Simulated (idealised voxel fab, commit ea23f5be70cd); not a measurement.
process module | voxel capacitor over wiring
cross-section cut | 240 nm wide | cells 5 nm
A cross-section is a grid of square cells, given in bands from the top down. A band is one or more rows of cells.
Each band's line starts with the height of the band's top and of its bottom, in nm. Then come its materials from left to right, each with its width in nm. One material with "throughout" fills the band from edge to edge. "air" is empty space.
Height 0 is the level under which the wafer as received is all one material. The lowest band goes on downwards, as in "0 down".
A width such as "30 to 40" changes by the same amount from each row of cells to the next, from the band's top row to its bottom row.
"no change" after a step means that no cell of the cross-section changed.
closed voids: empty space of 8 cells or more with no open way to the top, each as width x height at its distance from the left edge, in nm
after a step's settings: what the simulator itself notes on the step
overlay nm, on a step with a mask: how far to the right of its planned place the mask lay; to the left if negative
plan
1 op RECEIVE | material Si
2 op CONFORMAL_DEP | material SiO2 | thk nm 10
3 op CONFORMAL_DEP | material SiN | thk nm 5
4 op DIRECTIONAL_DEP | material lowk | thk nm 25
5 op MASKED_ETCH | tone open | mask id METAL_1 | width nm 20 | pitch nm 80 | etch materials lowk | depth nm 25 | overlay nm 0
6 op MASKED_ETCH | tone open | mask id METAL_1 | width nm 20 | pitch nm 80 | etch materials SiN | depth nm 5 | overlay nm 0
7 op CONFORMAL_DEP | material TiN | thk nm 5
8 op FILL_DEP | material Cu | thk nm 5
9 op CMP | height nm 40
10 op EPI | material Ru | thk nm 5
11 op FILL_DEP | material SiCN | thk nm 5
12 op DIRECTIONAL_DEP | material SiO2 | thk nm 10
13 op PATTERN | tone open | mask id PLUG_1 | material resist | width nm 15 | thk nm 15 | overlay nm 0
14 op DIRECTIONAL_ETCH | etch materials SiO2 | depth nm 10
15 op DIRECTIONAL_ETCH | etch materials SiCN | depth nm 5
16 op STRIP | etch materials resist
17 op CONFORMAL_DEP | material TiN | thk nm 5
18 op FILL_DEP | material Ru | thk nm 5
19 op CMP | height nm 60
20 op DIRECTIONAL_DEP | material TiN | thk nm 5
21 op DIRECTIONAL_DEP | material HfO2 | thk nm 5
22 op DIRECTIONAL_DEP | material TiN | thk nm 10
23 op MASKED_ETCH | tone cover | mask id UPPER_PLATE | width nm 65 | etch materials TiN | depth nm 10 | overlay nm 0
24 op MASKED_ETCH | tone cover | mask id UPPER_PLATE | width nm 65 | etch materials HfO2 | depth nm 5 | overlay nm 0
25 op MASKED_ETCH | tone cover | mask id LOWER_PLATE | width nm 75 | etch materials TiN | depth nm 5 | overlay nm 0
26 op FILL_DEP | material SiO2 | thk nm 20
27 op CMP | height nm 95
28 op PATTERN | tone open | mask id PLUG_2 | material resist | width nm 15 | thk nm 20 | overlay nm 0
29 op DIRECTIONAL_ETCH | etch materials SiO2 | depth nm 15
30 op STRIP | etch materials resist
31 op CONFORMAL_DEP | material TiN | thk nm 5
32 op FILL_DEP | material Cu | thk nm 5
33 op CMP | height nm 95
34 op CONFORMAL_DEP | material SiCN | thk nm 5
as received, after step 1
  0 down: Si throughout
  closed voids: none
a wafer at the end: this start, this plan, one mistake
  100 to 95: SiCN throughout
  95 to 85: SiO2 85 | TiN 5 | Cu 5 | TiN 5 | SiO2 140
  85 to 80: SiO2 85 | TiN 15 | SiO2 140
  80 to 70: SiO2 75 | TiN 65 | SiO2 100
  70 to 65: SiO2 70 | TiN 75 | SiO2 95
  65 to 60: HfO2 throughout
  60 to 50: SiO2 75 | TiN 5 | Ru 5 | TiN 5 | SiO2 150
  50 to 45: SiCN 75 | TiN 15 | SiCN 150
  45 to 40: SiCN 65 | Ru 30 | SiCN 50 | Ru 30 | SiCN 65
  40 to 15: lowk 70 | TiN 5 | Cu 10 | TiN 5 | lowk 60 | TiN 5 | Cu 10 | TiN 5 | lowk 70
  15 to 10: SiN 70 | TiN 20 | SiN 60 | TiN 20 | SiN 70
  10 to 0: SiO2 throughout
  0 down: Si throughout
  closed voids: none
what went wrong: steps 20 and 21 were swapped
